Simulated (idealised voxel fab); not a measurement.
The process module presented herein is designated voxel gate over fins.
In the cross-section labelled cut, the width is 150 nm and each square cell is 5 nm.
Square cells in a grid make up a cross-section in this document, and the grid is given as bands, listed from the top down, each one or more rows of cells. It is stipulated that each band's entry specify, in nanometres, the height of the top of the band and then that of its bottom, followed by the materials of the band in left-to-right sequence, each together with its width in nanometres. A single material marked by the word "everywhere" is understood to fill the band from edge to edge; the word "empty" is understood to denote empty space. Heights from 0 (as-received wafer is one material below). Bottom band endless downward, as "0 -> down". So if you see something like "30->40" for the width, read it as the top row of the band sitting at the first number and the bottom row at the second, with every row in between moving by the same amount as the last. "nothing was modified" for a step: no cell of the cross-section changed in that step. Closed voids list: empty space of 8 cells or more with no open way to the top, each as width x height at its distance from the left edge, in nm. It should be noted that, on the line of a given step, the content following the step's settings is a remark produced by the simulator itself with respect to that step. Regarding "overlay nm": on a step with a mask, it is the distance the mask lay to the right of its planned place; a negative value places it to the left.

## Planned process steps
1 RECEIVE: material Si
2 CONFORMAL_DEP: material SiN, thk nm 10
3 DIRECTIONAL_DEP: material aC, thk nm 15
4 PATTERN: tone cover, mask id FINS, material resist, width nm 15, pitch nm 35, thk nm 35, overlay nm 0
5 DIRECTIONAL_ETCH: etch materials aC, depth nm 15
6 STRIP: etch materials resist
7 DIRECTIONAL_ETCH: etch materials SiN, depth nm 10
8 DIRECTIONAL_ETCH: etch materials Si, depth nm 35
9 STRIP: etch materials aC
10 OXIDIZE: depth nm 5
11 FILL_DEP: material SiO2, thk nm 15
12 CMP: height nm 10
13 SELECTIVE_ETCH: etch materials SiO2, depth nm 25
14 STRIP: etch materials SiN
15 CONFORMAL_DEP: material HfO2, thk nm 5
16 CONFORMAL_DEP: material TiN, thk nm 5
17 FILL_DEP: material W, thk nm 10
18 CMP: height nm 15
19 CONFORMAL_DEP: material SiCN, thk nm 5

## First wafer, two in total, run as planned

## Wafer cross-section on receipt, i.e. after step 1
0 -> down  Si everywhere
Closed voids list: none

## The wafer, seen in cross-section, after step 2
10 -> 0  SiN everywhere
Unchanged below 0.

## The wafer, seen in cross-section, after step 3
25 -> 10  aC everywhere
Unchanged below 10.

## The wafer, seen in cross-section, after step 4
60 -> 25  empty 50 nm | resist 15 nm | empty 20 nm | resist 15 nm | empty 50 nm
Unchanged below 25.

## The wafer, seen in cross-section, after step 5
45 -> 25  empty 50 nm | resist 15 nm | empty 20 nm | resist 15 nm | empty 50 nm
25 -> 10  empty 50 nm | aC 15 nm | empty 20 nm | aC 15 nm | empty 50 nm
Unchanged below 10.

## The wafer, seen in cross-section, after step 6
25 -> 10  empty 50 nm | aC 15 nm | empty 20 nm | aC 15 nm | empty 50 nm
Unchanged below 10.

## The wafer, seen in cross-section, after step 7
25 -> 10  empty 50 nm | aC 15 nm | empty 20 nm | aC 15 nm | empty 50 nm
10 -> 0  empty 50 nm | SiN 15 nm | empty 20 nm | SiN 15 nm | empty 50 nm
Unchanged below 0.

## The wafer, seen in cross-section, after step 8
25 -> 10  empty 50 nm | aC 15 nm | empty 20 nm | aC 15 nm | empty 50 nm
10 -> 0  empty 50 nm | SiN 15 nm | empty 20 nm | SiN 15 nm | empty 50 nm
0 -> -35  empty 50 nm | Si 15 nm | empty 20 nm | Si 15 nm | empty 50 nm
Unchanged below -35.

## The wafer, seen in cross-section, after step 9
10 -> 0  empty 50 nm | SiN 15 nm | empty 20 nm | SiN 15 nm | empty 50 nm
Unchanged below 0.

## The wafer, seen in cross-section, after step 10
10 -> 0  empty 50 nm | SiN 15 nm | empty 20 nm | SiN 15 nm | empty 50 nm
0 -> -35  empty 50 nm | SiO2 5 nm | Si 5 nm | SiO2 5 nm | empty 20 nm | SiO2 5 nm | Si 5 nm | SiO2 5 nm | empty 50 nm
-35 -> -40  SiO2 55 nm | Si 5 nm | SiO2 30 nm | Si 5 nm | SiO2 55 nm
Unchanged below -40.

## The wafer, seen in cross-section, after step 11
25 -> 10  SiO2 everywhere
10 -> 0  SiO2 50 nm | SiN 15 nm | SiO2 20 nm | SiN 15 nm | SiO2 50 nm
0 -> -40  SiO2 55 nm | Si 5 nm | SiO2 30 nm | Si 5 nm | SiO2 55 nm
Unchanged below -40.

## The wafer, seen in cross-section, after step 12
10 -> 0  SiO2 50 nm | SiN 15 nm | SiO2 20 nm | SiN 15 nm | SiO2 50 nm
Unchanged below 0.

## The wafer, seen in cross-section, after step 13
10 -> 0  empty 50 nm | SiN 15 nm | empty 20 nm | SiN 15 nm | empty 50 nm
0 -> -15  empty 55 nm | Si 5 nm | empty 30 nm | Si 5 nm | empty 55 nm
Unchanged below -15.

## The wafer, seen in cross-section, after step 14
0 -> -15  empty 55 nm | Si 5 nm | empty 30 nm | Si 5 nm | empty 55 nm
Unchanged below -15.

## The wafer, seen in cross-section, after step 15
5 -> 0  empty 50 nm | HfO2 15 nm | empty 20 nm | HfO2 15 nm | empty 50 nm
0 -> -10  empty 50 nm | HfO2 5 nm | Si 5 nm | HfO2 5 nm | empty 20 nm | HfO2 5 nm | Si 5 nm | HfO2 5 nm | empty 50 nm
-10 -> -15  HfO2 55 nm | Si 5 nm | HfO2 30 nm | Si 5 nm | HfO2 55 nm
Unchanged below -15.

## The wafer, seen in cross-section, after step 16
10 -> 5  empty 45 nm | TiN 25 nm | empty 10 nm | TiN 25 nm | empty 45 nm
5 -> 0  empty 45 nm | TiN 5 nm | HfO2 15 nm | TiN 5 nm | empty 10 nm | TiN 5 nm | HfO2 15 nm | TiN 5 nm | empty 45 nm
0 -> -5  empty 45 nm | TiN 5 nm | HfO2 5 nm | Si 5 nm | HfO2 5 nm | TiN 5 nm | empty 10 nm | TiN 5 nm | HfO2 5 nm | Si 5 nm | HfO2 5 nm | TiN 5 nm | empty 45 nm
-5 -> -10  TiN 50 nm | HfO2 5 nm | Si 5 nm | HfO2 5 nm | TiN 20 nm | HfO2 5 nm | Si 5 nm | HfO2 5 nm | TiN 50 nm
Unchanged below -10.

## The wafer, seen in cross-section, after step 17
20 -> 10  W everywhere
10 -> 5  W 45 nm | TiN 25 nm | W 10 nm | TiN 25 nm | W 45 nm
5 -> 0  W 45 nm | TiN 5 nm | HfO2 15 nm | TiN 5 nm | W 10 nm | TiN 5 nm | HfO2 15 nm | TiN 5 nm | W 45 nm
0 -> -5  W 45 nm | TiN 5 nm | HfO2 5 nm | Si 5 nm | HfO2 5 nm | TiN 5 nm | W 10 nm | TiN 5 nm | HfO2 5 nm | Si 5 nm | HfO2 5 nm | TiN 5 nm | W 45 nm
Unchanged below -5.

## The wafer, seen in cross-section, after step 18
15 -> 10  W everywhere
Unchanged below 10.

## The wafer, seen in cross-section, after step 19
20 -> 15  SiCN everywhere
Unchanged below 15.

## Companion wafer, the second of two: same beginning, same intended sequence, one mistake in carrying it out; through step 12 inclusive it tracks the first exactly

## Cross-section of the second wafer at the time step 13 of the plan should have ended
10 -> 0  empty 50 nm | SiN 15 nm | empty 20 nm | SiN 15 nm | empty 50 nm
0 -> -40  empty 55 nm | Si 5 nm | empty 30 nm | Si 5 nm | empty 55 nm
Unchanged below -40.

## Cross-section of the second wafer at the time step 14 of the plan should have ended
0 -> -40  empty 55 nm | Si 5 nm | empty 30 nm | Si 5 nm | empty 55 nm
Unchanged below -40.

## Cross-section of the second wafer at the time step 15 of the plan should have ended
5 -> 0  empty 50 nm | HfO2 15 nm | empty 20 nm | HfO2 15 nm | empty 50 nm
0 -> -35  empty 50 nm | HfO2 5 nm | Si 5 nm | HfO2 5 nm | empty 20 nm | HfO2 5 nm | Si 5 nm | HfO2 5 nm | empty 50 nm
-35 -> -40  HfO2 55 nm | Si 5 nm | HfO2 30 nm | Si 5 nm | HfO2 55 nm
Unchanged below -40.

## Cross-section of the second wafer at the time step 16 of the plan should have ended
10 -> 5  empty 45 nm | TiN 25 nm | empty 10 nm | TiN 25 nm | empty 45 nm
5 -> 0  empty 45 nm | TiN 5 nm | HfO2 15 nm | TiN 5 nm | empty 10 nm | TiN 5 nm | HfO2 15 nm | TiN 5 nm | empty 45 nm
0 -> -30  empty 45 nm | TiN 5 nm | HfO2 5 nm | Si 5 nm | HfO2 5 nm | TiN 5 nm | empty 10 nm | TiN 5 nm | HfO2 5 nm | Si 5 nm | HfO2 5 nm | TiN 5 nm | empty 45 nm
-30 -> -35  TiN 50 nm | HfO2 5 nm | Si 5 nm | HfO2 5 nm | TiN 20 nm | HfO2 5 nm | Si 5 nm | HfO2 5 nm | TiN 50 nm
Unchanged below -35.

## Cross-section of the second wafer at the time step 17 of the plan should have ended
20 -> 10  W everywhere
10 -> 5  W 45 nm | TiN 25 nm | W 10 nm | TiN 25 nm | W 45 nm
5 -> 0  W 45 nm | TiN 5 nm | HfO2 15 nm | TiN 5 nm | W 10 nm | TiN 5 nm | HfO2 15 nm | TiN 5 nm | W 45 nm
0 -> -30  W 45 nm | TiN 5 nm | HfO2 5 nm | Si 5 nm | HfO2 5 nm | TiN 5 nm | W 10 nm | TiN 5 nm | HfO2 5 nm | Si 5 nm | HfO2 5 nm | TiN 5 nm | W 45 nm
Unchanged below -30.

## Cross-section of the second wafer at the time step 18 of the plan should have ended
15 -> 10  W everywhere
Unchanged below 10.

## Cross-section of the second wafer at the time step 19 of the plan should have ended
20 -> 15  SiCN everywhere
Unchanged below 15.
What was done differently from what was planned? step 13, plan: ran twice
Wafer comparison, final, in cells, second relative to first, materials more or fewer: +20 HfO2 | -140 SiO2 | +20 TiN | +100 W
